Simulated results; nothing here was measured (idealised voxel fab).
Process module under the name voxel transistor to metal
This is section cut - it's 200 nm across, gridded in 5 nm square cells.
This document writes a cross-section as a grid whose cells are square, and gives it as bands, listed from the top down; one or more rows of cells form a band.
Band: top and bottom heights (nm) first, top before bottom; then materials from left to right, widths in nm. "everywhere" marks a sole material filling the band edge to edge. "empty" denotes empty space.
Heights are reckoned from 0. Under this level, the received wafer is all of one material. The bottommost band is open-ended downward, for example "0..down".
It should be noted that a width expressed as "30 to 40" varies in equal increments from row to row of cells within the band, taking the value of the first number at the top row and that of the second number at the bottom row.
No cell of the cross-section changed in a step that is given as "everything unchanged".
So "Closed empty spaces" is basically the list of trapped voids: any empty space of 8 cells or more that can't reach the top through an opening. They're written width x height at distance, the distance being from the left edge, and it's all nm.
Where a step's line continues beyond its settings, the continuation is a remark by the simulator itself on that step.
overlay nm: right-of-plan distance of the mask on a masked step; negative values mean left-of-plan.
Plan
| 1 | RECEIVE,material Si |
| 2 | CONFORMAL_DEP,material SiO2,thk nm 5 |
| 3 | CONFORMAL_DEP,material SiN,thk nm 10 |
| 4 | PATTERN,tone cover,mask id ACTIVE,material resist,width nm 120,thk nm 15,overlay nm 0 |
| 5 | DIRECTIONAL_ETCH,etch materials SiN,depth nm 10 |
| 6 | DIRECTIONAL_ETCH,etch materials SiO2,depth nm 5 |
| 7 | DIRECTIONAL_ETCH,etch materials Si,depth nm 20 |
| 8 | STRIP,etch materials resist |
| 9 | OXIDIZE,depth nm 5 |
| 10 | FILL_DEP,material SiO2,thk nm 10 |
| 11 | CMP,height nm 15 |
| 12 | SELECTIVE_ETCH,etch materials SiO2,depth nm 10 |
| 13 | STRIP,etch materials SiN |
| 14 | SELECTIVE_ETCH,etch materials SiO2,depth nm 5 |
| 15 | OXIDIZE,depth nm 5 |
| 16 | DIRECTIONAL_DEP,material polySi,thk nm 30 |
| 17 | DIRECTIONAL_DEP,material SiCN,thk nm 15 |
| 18 | DIRECTIONAL_DEP,material aC,thk nm 15 |
| 19 | PATTERN,tone cover,mask id GATE,material resist,width nm 20,thk nm 35,overlay nm 0 |
| 20 | DIRECTIONAL_ETCH,etch materials aC,depth nm 15 |
| 21 | STRIP,etch materials resist |
| 22 | DIRECTIONAL_ETCH,etch materials SiCN,depth nm 25 |
| 23 | DIRECTIONAL_ETCH,etch materials polySi,depth nm 40 |
| 24 | STRIP,etch materials aC |
| 25 | CONFORMAL_DEP,material SiO2,thk nm 5 |
| 26 | DIRECTIONAL_ETCH,etch materials SiO2,depth nm 5 |
| 27 | CONFORMAL_DEP,material SiN,thk nm 5 |
| 28 | DIRECTIONAL_ETCH,etch materials SiN,depth nm 5 |
| 29 | DIRECTIONAL_ETCH,etch materials SiO2,depth nm 5 |
| 30 | DIRECTIONAL_ETCH,etch materials Si,depth nm 5 |
| 31 | EPI,material nSi,thk nm 5 |
| 32 | FILL_DEP,material SiO2,thk nm 5 |
| 33 | CMP,height nm 45 |
| 34 | DIRECTIONAL_DEP,material SiO2,thk nm 15 |
| 35 | DIRECTIONAL_DEP,material aC,thk nm 15 |
| 36 | PATTERN,tone open,mask id CONTACT,material resist,width nm 20,pitch nm 80,thk nm 30,overlay nm 0 |
| 37 | DIRECTIONAL_ETCH,etch materials aC,depth nm 15 |
| 38 | STRIP,etch materials resist |
| 39 | DIRECTIONAL_ETCH,etch materials SiO2,depth nm 65 |
| 40 | STRIP,etch materials aC |
| 41 | CONFORMAL_DEP,material TiN,thk nm 5 |
| 42 | FILL_DEP,material W,thk nm 10 |
| 43 | CMP,height nm 60 |
| 44 | DIRECTIONAL_DEP,material TiN,thk nm 5 |
| 45 | DIRECTIONAL_DEP,material Ru,thk nm 20 |
| 46 | PATTERN,tone cover,mask id METAL_1,material resist,width nm 20,pitch nm 80,thk nm 20,overlay nm 0 |
| 47 | DIRECTIONAL_ETCH,etch materials Ru,depth nm 20 |
| 48 | DIRECTIONAL_ETCH,etch materials TiN,depth nm 5 |
| 49 | STRIP,etch materials resist |
| 50 | FILL_DEP,material lowk,thk nm 10 |
| 51 | CMP,height nm 85 |
| 52 | CONFORMAL_DEP,material SiCN,thk nm 5 |
Wafer at receipt (post step 1), cross-section
	0..down: Si everywhere
	Closed empty spaces: none
This is how the wafer looks in cross-section once the module is done, given the starting state and plan above and one mistake in carrying the plan out
	90..85: SiCN everywhere
	85..65: lowk: 50, Ru: 20, lowk: 60, Ru: 20, lowk: 50
	65..60: lowk: 50, TiN: 20, lowk: 60, TiN: 20, lowk: 50
	60..45: SiO2: 50, TiN: 5, W: 10, TiN: 5, SiO2: 60, TiN: 5, W: 10, TiN: 5, SiO2: 50
	45..40: SiO2: 50, TiN: 5, W: 10, TiN: 5, SiO2: 10, SiN: 5, SiO2: 5, SiCN: 20, SiO2: 5, SiN: 5, SiO2: 10, TiN: 5, W: 10, TiN: 5, SiO2: 50
	40..35: SiO2: 50, TiN: 20, SiO2: 10, SiN: 5, SiO2: 5, SiCN: 20, SiO2: 5, SiN: 5, SiO2: 10, TiN: 20, SiO2: 50
	35..30: SiCN everywhere
	30..0: polySi everywhere
	0..-5: SiO2 everywhere
	-5..-25: SiO2: 45, Si: 110, SiO2: 45
	-25..down: Si everywhere
	Closed empty spaces: none
The plan and the run diverged here: step 17 of the plan saw execution twice
